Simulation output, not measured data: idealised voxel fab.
Process module under the name voxel transistor to metal
Square cell edge 5 nm, section width 165 nm, ID cut.
Notation: cross-section as square-cell grid; stated in bands, top first, going down; one or more cell rows per band.
This entry defines a band. It first specifies the height of the band's top and the height of its bottom in nm, and then specifies the band's materials from left to right, stating each material with its width in nm. The word "full width" identifies a single material that fills the band from edge to edge, while the word "air" identifies empty space.
Convention: height 0 is the level below which the wafer, as received, is all one material. The lowest band does not terminate at the bottom but continues downward, represented as "z 0 and below".
Read "30->40" as a graded width: first number on top, second number at the bottom, same change between each pair of neighbouring rows.
Key: "stayed the same" - step with no changed cell in the cross-section.
"Completely enclosed voids" lists enclosed empty spaces (at least 8 cells, no open path upward to the top), each as width x height at distance from the left edge, in nm.
Heads up: the bit after the settings on a step's line is the simulator's remark on that step.
A step's line can hold "overlay nm"; with a mask on that step, the setting says how far right of the planned place the mask lay, while a negative setting says it lay to the left.
-- The following list gives the planned process steps
1,op RECEIVE | material Si
2,op CONFORMAL_DEP | material SiO2 | thk nm 5
3,op CONFORMAL_DEP | material SiN | thk nm 10
4,op DIRECTIONAL_DEP | material aC | thk nm 15
5,op PATTERN | tone cover | mask id ACTIVE | material resist | width nm 95 | thk nm 30 | overlay nm 0
6,op DIRECTIONAL_ETCH | etch materials aC | depth nm 15
7,op STRIP | etch materials resist
8,op DIRECTIONAL_ETCH | etch materials SiN | depth nm 10
9,op DIRECTIONAL_ETCH | etch materials SiO2 | depth nm 5
10,op DIRECTIONAL_ETCH | etch materials Si | depth nm 20
11,op STRIP | etch materials aC
12,op OXIDIZE | depth nm 5
13,op FILL_DEP | material SiO2 | thk nm 15
14,op CMP | height nm 15
15,op SELECTIVE_ETCH | etch materials SiO2 | depth nm 5
16,op STRIP | etch materials SiN
17,op SELECTIVE_ETCH | etch materials SiO2 | depth nm 5
18,op OXIDIZE | depth nm 5
19,op DIRECTIONAL_DEP | material polySi | thk nm 20
20,op DIRECTIONAL_DEP | material SiCN | thk nm 15
21,op PATTERN | tone cover | mask id GATE | material resist | width nm 15 | thk nm 20 | overlay nm 0
22,op DIRECTIONAL_ETCH | etch materials SiCN | depth nm 25
23,op DIRECTIONAL_ETCH | etch materials polySi | depth nm 30
24,op STRIP | etch materials resist
25,op CONFORMAL_DEP | material SiN | thk nm 5
26,op DIRECTIONAL_ETCH | etch materials SiN | depth nm 5
27,op DIRECTIONAL_ETCH | etch materials SiO2 | depth nm 5
28,op EPI | material SiGe | thk nm 5
29,op FILL_DEP | material SiO2 | thk nm 10
30,op CMP | height nm 35
31,op DIRECTIONAL_DEP | material SiO2 | thk nm 10
32,op PATTERN | tone open | mask id CONTACT | material resist | width nm 20 | pitch nm 65 | thk nm 15 | overlay nm 0
33,op DIRECTIONAL_ETCH | etch materials SiO2 | depth nm 45
34,op STRIP | etch materials resist
35,op CONFORMAL_DEP | material TiN | thk nm 5
36,op FILL_DEP | material Ru | thk nm 5
37,op CMP | height nm 45
38,op DIRECTIONAL_DEP | material TiN | thk nm 5
39,op DIRECTIONAL_DEP | material Ru | thk nm 20
40,op MASKED_ETCH | tone cover | mask id METAL_1 | width nm 20 | pitch nm 65 | etch materials Ru | depth nm 20 | overlay nm 0
41,op MASKED_ETCH | tone cover | mask id METAL_1 | width nm 20 | pitch nm 65 | etch materials TiN | depth nm 5 | overlay nm 0
42,op FILL_DEP | material SiO2 | thk nm 10
43,op CMP | height nm 70
44,op CONFORMAL_DEP | material SiN | thk nm 5
-- Delivered wafer in cross-section: state after step 1
- z 0 and below: Si full width
- Completely enclosed voids: none
-- One mistake in running the module, otherwise start and plan as above: cross-section at the end
- z 75 to 70: SiN full width
- z 70 to 50: SiO2 40, then Ru 25, then SiO2 40, then Ru 25, then SiO2 35
- z 50 to 45: SiO2 40, then TiN 25, then SiO2 40, then TiN 25, then SiO2 35
- z 45 to 35: SiO2 40, then TiN 5, then Ru 10, then TiN 5, then SiO2 45, then TiN 5, then Ru 10, then TiN 5, then SiO2 40
- z 35 to 20: SiO2 40, then TiN 5, then Ru 10, then TiN 5, then SiO2 10, then SiN 5, then SiCN 15, then SiN 5, then SiO2 10, then TiN 5, then Ru 10, then TiN 5, then SiO2 40
- z 20 to 5: SiO2 40, then TiN 5, then Ru 10, then TiN 5, then SiO2 10, then SiN 5, then polySi 15, then SiN 5, then SiO2 10, then TiN 5, then Ru 10, then TiN 5, then SiO2 40
- z 5 to 0: SiO2 30, then SiN 5, then SiO2 5, then TiN 20, then SiO2 10, then SiN 5, then polySi 15, then SiN 5, then SiO2 10, then TiN 20, then SiO2 5, then SiN 5, then SiO2 30
- z 0 to -5: SiO2 35, then SiGe 35, then SiO2 25, then SiGe 35, then SiO2 35
- z -5 to -25: SiO2 40, then Si 85, then SiO2 40
- z -25 and below: Si full width
- Completely enclosed voids: none
Want to know what went wrong? off-plan run, step 40, actual operation and settings op MASKED_ETCH | tone cover | mask id METAL_1 | width nm 25 | pitch nm 65 | etch materials Ru | depth nm 20 | overlay nm 0
